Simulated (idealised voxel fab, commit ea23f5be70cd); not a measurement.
Name of the process module below: voxel capacitor over wiring
Each square cell in cross-section cut measures 5 nm, and the section as a whole is 160 nm wide.
Cross-section, as written here: a square-cell grid given band by band from the top down, where a band holds one or more rows of cells.
Heads up on the band format: heights come first, top then bottom, in nm. After that it's the materials left to right, each with its width in nm. A single material flagged "throughout" fills the whole band edge to edge, and "empty" means there's empty space there.
Where do heights start? At 0: under that level the wafer as delivered is made of one material only. And the lowest band has no floor; it just carries on downward, as in "from 0 down".
A width given as "30 to 40" starts at the first number in the band's top row and ends at the second number in its bottom row, shifting by an equal amount at every step from row to row.
No cell of the cross-section changed in a step that is given as "nothing different".
Look at "Voids, sealed" for the closed voids: empty spaces with no open path to the top, sized 8 cells or up. Each is width x height at distance, distance from the left edge, all nm.
That trailing text on a step's line, after the settings, is the simulator's own remark on the step.
When a step includes a mask, the "overlay nm" setting on its line states how far to the right of its planned place that mask lay, and negative values state how far to the left.

## The following list gives the planned process steps
1) RECEIVE,material Si
2) CONFORMAL_DEP,material SiO2,thk nm 10
3) DIRECTIONAL_DEP,material TiN,thk nm 5
4) DIRECTIONAL_DEP,material Ru,thk nm 15
5) PATTERN,tone cover,mask id METAL_1,material resist,width nm 25,pitch nm 95,thk nm 20,overlay nm 0
6) DIRECTIONAL_ETCH,etch materials Ru,depth nm 15
7) DIRECTIONAL_ETCH,etch materials TiN,depth nm 5
8) STRIP,etch materials resist
9) CONFORMAL_DEP,material SiCN,thk nm 5
10) FILL_DEP,material SiO2,thk nm 5
11) CMP,height nm 30
12) CONFORMAL_DEP,material SiCN,thk nm 5
13) DIRECTIONAL_DEP,material SiO2,thk nm 15
14) DIRECTIONAL_DEP,material aC,thk nm 10
15) PATTERN,tone open,mask id PLUG_1,material resist,width nm 15,thk nm 25,overlay nm 0
16) DIRECTIONAL_ETCH,etch materials aC,depth nm 10
17) STRIP,etch materials resist
18) DIRECTIONAL_ETCH,etch materials SiO2,depth nm 15
19) DIRECTIONAL_ETCH,etch materials SiCN,depth nm 5
20) STRIP,etch materials aC
21) CONFORMAL_DEP,material TiN,thk nm 5
22) FILL_DEP,material Cu,thk nm 5
23) CMP,height nm 50
24) DIRECTIONAL_DEP,material TiN,thk nm 10
25) DIRECTIONAL_DEP,material HfO2,thk nm 5
26) DIRECTIONAL_DEP,material TiN,thk nm 10
27) DIRECTIONAL_DEP,material aC,thk nm 10
28) PATTERN,tone cover,mask id UPPER_PLATE,material resist,width nm 75,thk nm 30,overlay nm 0
29) DIRECTIONAL_ETCH,etch materials aC,depth nm 10
30) STRIP,etch materials resist
31) DIRECTIONAL_ETCH,etch materials TiN,depth nm 10
32) DIRECTIONAL_ETCH,etch materials HfO2,depth nm 5
33) STRIP,etch materials aC
34) DIRECTIONAL_DEP,material aC,thk nm 10
35) PATTERN,tone cover,mask id LOWER_PLATE,material resist,width nm 85,thk nm 25,overlay nm 0
36) DIRECTIONAL_ETCH,etch materials aC,depth nm 10
37) STRIP,etch materials resist
38) DIRECTIONAL_ETCH,etch materials TiN,depth nm 10
39) STRIP,etch materials aC
40) FILL_DEP,material SiO2,thk nm 20
41) CMP,height nm 90
42) MASKED_ETCH,tone open,mask id PLUG_2,width nm 15,etch materials SiO2,depth nm 15,overlay nm 0
43) CONFORMAL_DEP,material TiN,thk nm 5
44) FILL_DEP,material Cu,thk nm 5
45) CMP,height nm 90
46) CONFORMAL_DEP,material SiN,thk nm 5

## As-received state of the wafer in cross-section, equivalent to post-step 1
> from 0 down | Si throughout
> Voids, sealed: none

## The plan above was carried out on the starting structure above with one mistake, and this cross-section shows the wafer at the end of the module
> from 95 to 90 | SiN throughout
> from 90 to 80 | 40 nm SiO2  5 nm TiN  5 nm Cu  5 nm TiN  105 nm SiO2
> from 80 to 75 | 40 nm SiO2  15 nm TiN  105 nm SiO2
> from 75 to 65 | 30 nm SiO2  75 nm TiN  55 nm SiO2
> from 65 to 60 | 30 nm SiO2  75 nm HfO2  55 nm SiO2
> from 60 to 50 | 25 nm SiO2  85 nm TiN  50 nm SiO2
> from 50 to 35 | 30 nm SiO2  5 nm TiN  5 nm Cu  5 nm TiN  115 nm SiO2
> from 35 to 30 | 30 nm SiCN  15 nm TiN  115 nm SiCN
> from 30 to 25 | SiO2 throughout
> from 25 to 20 | 15 nm SiO2  35 nm SiCN  60 nm SiO2  35 nm SiCN  15 nm SiO2
> from 20 to 5 | 15 nm SiO2  5 nm SiCN  25 nm Ru  5 nm SiCN  60 nm SiO2  5 nm SiCN  25 nm Ru  5 nm SiCN  15 nm SiO2
> from 5 to 0 | 20 nm SiCN  25 nm TiN  70 nm SiCN  25 nm TiN  20 nm SiCN
> from 0 down | Si throughout
> Voids, sealed: none
Error vs. plan: execution of step 2 of the plan did not take place, the step having been omitted
